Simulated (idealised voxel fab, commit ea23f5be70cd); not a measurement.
This is a process module. Its name is voxel gate over fins.
Each square cell in cross-section cut measures 5 nm, and the section as a whole is 230 nm wide.
Notation: cross-section as square-cell grid; stated in bands, top first, going down; one or more cell rows per band. Each band's line starts with the height of the band's top and of its bottom, in nm. Then come its materials from left to right, each with its width in nm. One material with "everywhere" fills the band from edge to edge. "blank" is empty space. It should be noted that heights are counted from 0, beneath which the wafer as supplied is of one material throughout, and that the lowest band possesses no lower boundary but continues downward, as written in "0 and below". With a width like "30->40", each row of cells in the band differs from the next by the same amount, the top row carrying the first number and the bottom row the second. Basically "stayed the same" means that step didn't change any cell in the cross-section. "Enclosed internal cavities" lists enclosed empty spaces (at least 8 cells, no open path upward to the top), each as width x height at distance from the left edge, in nm. Whatever follows a step's settings on its line is a remark the simulator itself makes about that step. "overlay nm", when on a step's line for a step with a mask, measures how far to the right of its planned place the mask lay; a negative measure means to the left.

Planned process steps
| 1 | RECEIVE,material Si |
| 2 | CONFORMAL_DEP,material SiN,thk nm 10 |
| 3 | PATTERN,tone cover,mask id FINS,material resist,width nm 15,pitch nm 50,thk nm 15,overlay nm 0 |
| 4 | DIRECTIONAL_ETCH,etch materials SiN,depth nm 10 |
| 5 | DIRECTIONAL_ETCH,etch materials Si,depth nm 35 |
| 6 | STRIP,etch materials resist |
| 7 | OXIDIZE,depth nm 5 |
| 8 | FILL_DEP,material SiO2,thk nm 5 |
| 9 | CMP,height nm 10 |
| 10 | DIRECTIONAL_DEP,material aC,thk nm 10 |
| 11 | PATTERN,tone open,mask id RAIL,material resist,width nm 15,thk nm 30,overlay nm 0 |
| 12 | DIRECTIONAL_ETCH,etch materials aC,depth nm 10 |
| 13 | STRIP,etch materials resist |
| 14 | DIRECTIONAL_ETCH,etch materials SiO2,depth nm 40 |
| 15 | STRIP,etch materials aC |
| 16 | CONFORMAL_DEP,material TiN,thk nm 5 |
| 17 | FILL_DEP,material W,thk nm 10 |
| 18 | CMP,height nm 10 |
| 19 | SELECTIVE_ETCH,etch materials W Ru TiN,depth nm 25 |
| 20 | FILL_DEP,material SiO2,thk nm 5 |
| 21 | CMP,height nm 10 |
| 22 | SELECTIVE_ETCH,etch materials SiO2,depth nm 20 |
| 23 | STRIP,etch materials SiN |
| 24 | CONFORMAL_DEP,material HfO2,thk nm 5 |
| 25 | CONFORMAL_DEP,material TiN,thk nm 5 |
| 26 | CONFORMAL_DEP,material TiAl,thk nm 5 |
| 27 | CONFORMAL_DEP,material TiN,thk nm 5 |
| 28 | FILL_DEP,material W,thk nm 15 |
| 29 | CMP,height nm 30 |
| 30 | CONFORMAL_DEP,material SiCN,thk nm 5 |

Wafer cross-section on receipt, i.e. after step 1
    0 and below: Si everywhere
    Enclosed internal cavities: none

The first of the two wafers as seen in cross-section once the module was finished; processing followed the plan
    35 down to 30: SiCN everywhere
    30 down to 20: W everywhere
    20 down to 15: W: 40; TiN: 45; W: 5; TiN: 45; W: 5; TiN: 45; W: 45
    15 down to 10: W: 40; TiN: 5; TiAl: 35; TiN: 5; W: 5; TiN: 5; TiAl: 35; TiN: 5; W: 5; TiN: 5; TiAl: 35; TiN: 5; W: 45
    10 down to 5: TiN: 45; TiAl: 5; TiN: 25; TiAl: 5; TiN: 15; TiAl: 5; TiN: 25; TiAl: 5; TiN: 15; TiAl: 5; TiN: 25; TiAl: 5; TiN: 50
    5 down to 0: TiAl: 50; TiN: 5; HfO2: 15; TiN: 5; TiAl: 25; TiN: 5; HfO2: 15; TiN: 5; TiAl: 25; TiN: 5; HfO2: 15; TiN: 5; TiAl: 55
    0 down to -5: TiN: 55; HfO2: 5; Si: 5; HfO2: 5; TiN: 35; HfO2: 5; Si: 5; HfO2: 5; TiN: 35; HfO2: 5; Si: 5; HfO2: 5; TiN: 60
    -5 down to -10: HfO2: 60; Si: 5; HfO2: 45; Si: 5; HfO2: 45; Si: 5; HfO2: 65
    -10 down to -15: SiO2: 60; Si: 5; SiO2: 45; Si: 5; SiO2: 45; Si: 5; SiO2: 65
    -15 down to -25: SiO2: 60; Si: 5; SiO2: 15; TiN: 5; W: 5; TiN: 5; SiO2: 15; Si: 5; SiO2: 45; Si: 5; SiO2: 65
    -25 down to -30: SiO2: 60; Si: 5; SiO2: 15; TiN: 15; SiO2: 15; Si: 5; SiO2: 45; Si: 5; SiO2: 65
    -30 down to -40: SiO2: 60; Si: 5; SiO2: 45; Si: 5; SiO2: 45; Si: 5; SiO2: 65
    -40 and below: Si everywhere
    Enclosed internal cavities: none

Second wafer cross-section at end of module - shared start and plan with the first, one mistake in the run
    35 down to 30: SiCN everywhere
    30 down to 20: W everywhere
    20 down to 15: W: 40; TiN: 150; W: 40
    15 down to 10: W: 40; TiN: 5; TiAl: 40; TiN: 10; TiAl: 40; TiN: 10; TiAl: 40; TiN: 5; W: 40
    10 down to 5: TiN: 45; TiAl: 5; TiN: 30; TiAl: 5; TiN: 10; TiAl: 5; TiN: 30; TiAl: 5; TiN: 10; TiAl: 5; TiN: 30; TiAl: 5; TiN: 45
    5 down to 0: TiAl: 50; TiN: 5; HfO2: 20; TiN: 5; TiAl: 20; TiN: 5; HfO2: 20; TiN: 5; TiAl: 20; TiN: 5; HfO2: 20; TiN: 5; TiAl: 50
    0 down to -5: TiN: 55; HfO2: 5; Si: 10; HfO2: 5; TiN: 30; HfO2: 5; Si: 10; HfO2: 5; TiN: 30; HfO2: 5; Si: 10; HfO2: 5; TiN: 55
    -5 down to -10: HfO2: 60; Si: 10; HfO2: 40; Si: 10; HfO2: 40; Si: 10; HfO2: 60
    -10 down to -15: SiO2: 60; Si: 10; SiO2: 40; Si: 10; SiO2: 40; Si: 10; SiO2: 60
    -15 down to -25: SiO2: 60; Si: 10; SiO2: 10; TiN: 5; W: 5; TiN: 5; SiO2: 15; Si: 10; SiO2: 40; Si: 10; SiO2: 60
    -25 down to -30: SiO2: 60; Si: 10; SiO2: 10; TiN: 15; SiO2: 15; Si: 10; SiO2: 40; Si: 10; SiO2: 60
    -30 down to -40: SiO2: 60; Si: 10; SiO2: 40; Si: 10; SiO2: 40; Si: 10; SiO2: 60
    -40 and below: Si everywhere
    Enclosed internal cavities: none
Here's what went sideways: heads up, step 3 didn't go per plan, it actually ran as PATTERN,tone cover,mask id FINS,material resist,width nm 20,pitch nm 50,thk nm 15,overlay nm 0
In the final state, the cell counts of the second wafer exceed or fall short of those of the first for the following materials: 24 more of Si; 18 fewer of SiO2; 6 fewer of W
